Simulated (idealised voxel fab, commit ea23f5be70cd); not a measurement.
process module | voxel ribs on slabs
cross-section cut | 270 nm wide | cells 5 nm
A cross-section is a grid of square cells, given in bands from the top down. A band is one or more rows of cells.
Each band's line starts with the height of the band's top and of its bottom, in nm. Then come its materials from left to right, each with its width in nm. One material with "throughout" fills the band from edge to edge. "air" is empty space.
Height 0 is the level under which the wafer as received is all one material. The lowest band goes on downwards, as in "0 down".
A width such as "30 to 40" changes by the same amount from each row of cells to the next, from the band's top row to its bottom row.
"no change" after a step means that no cell of the cross-section changed.
closed voids: empty space of 8 cells or more with no open way to the top, each as width x height at its distance from the left edge, in nm
after a step's settings: what the simulator itself notes on the step
overlay nm, on a step with a mask: how far to the right of its planned place the mask lay; to the left if negative
plan
1 op RECEIVE | material Si
2 op DIRECTIONAL_DEP | material SiO2 | thk nm 20
3 op DIRECTIONAL_DEP | material polySi | thk nm 20
4 op DIRECTIONAL_DEP | material aC | thk nm 10
5 op PATTERN | tone cover | mask id RIB | material resist | width nm 20 | thk nm 30 | overlay nm 0
6 op DIRECTIONAL_ETCH | etch materials aC | depth nm 10
7 op STRIP | etch materials resist
8 op DIRECTIONAL_ETCH | etch materials polySi | depth nm 15
9 op STRIP | etch materials aC
10 op PATTERN | tone cover | mask id SLAB | material resist | width nm 60 | thk nm 15 | overlay nm 0
11 op DIRECTIONAL_ETCH | etch materials polySi | depth nm 5
12 op STRIP | etch materials resist
13 op FILL_DEP | material SiO2 | thk nm 25
14 op CMP | height nm 55
15 op DIRECTIONAL_DEP | material W | thk nm 5
16 op PATTERN | tone cover | mask id HEATER | material resist | width nm 30 | thk nm 20 | overlay nm 0
17 op DIRECTIONAL_ETCH | etch materials W | depth nm 5
18 op STRIP | etch materials resist
19 op CONFORMAL_DEP | material SiN | thk nm 5
as received, after step 1
  0 down: Si throughout
  closed voids: none
first wafer at the end, as planned
  65 to 60: air 115 | SiN 40 | air 115
  60 to 55: SiN 120 | W 30 | SiN 120
  55 to 40: SiO2 throughout
  40 to 25: SiO2 125 | polySi 20 | SiO2 125
  25 to 20: SiO2 105 | polySi 60 | SiO2 105
  20 to 0: SiO2 throughout
  0 down: Si throughout
  closed voids: none
second wafer at the end: like start, like plan, one mistake
  65 to 60: air 115 | SiN 40 | air 115
  60 to 55: SiN 120 | W 30 | SiN 120
  55 to 40: SiO2 throughout
  40 to 35: SiO2 105 | polySi 20 | SiO2 20 | polySi 20 | SiO2 105
  35 to 25: polySi 125 | SiO2 20 | polySi 125
  25 to 20: polySi throughout
  20 to 0: SiO2 throughout
  0 down: Si throughout
  closed voids: none
what went wrong: step 5 ran as: op PATTERN | tone open | mask id RIB | material resist | width nm 20 | thk nm 30 | overlay nm 0
at the end the second wafer has, in cells: 138 fewer of SiO2 | 138 more of polySi
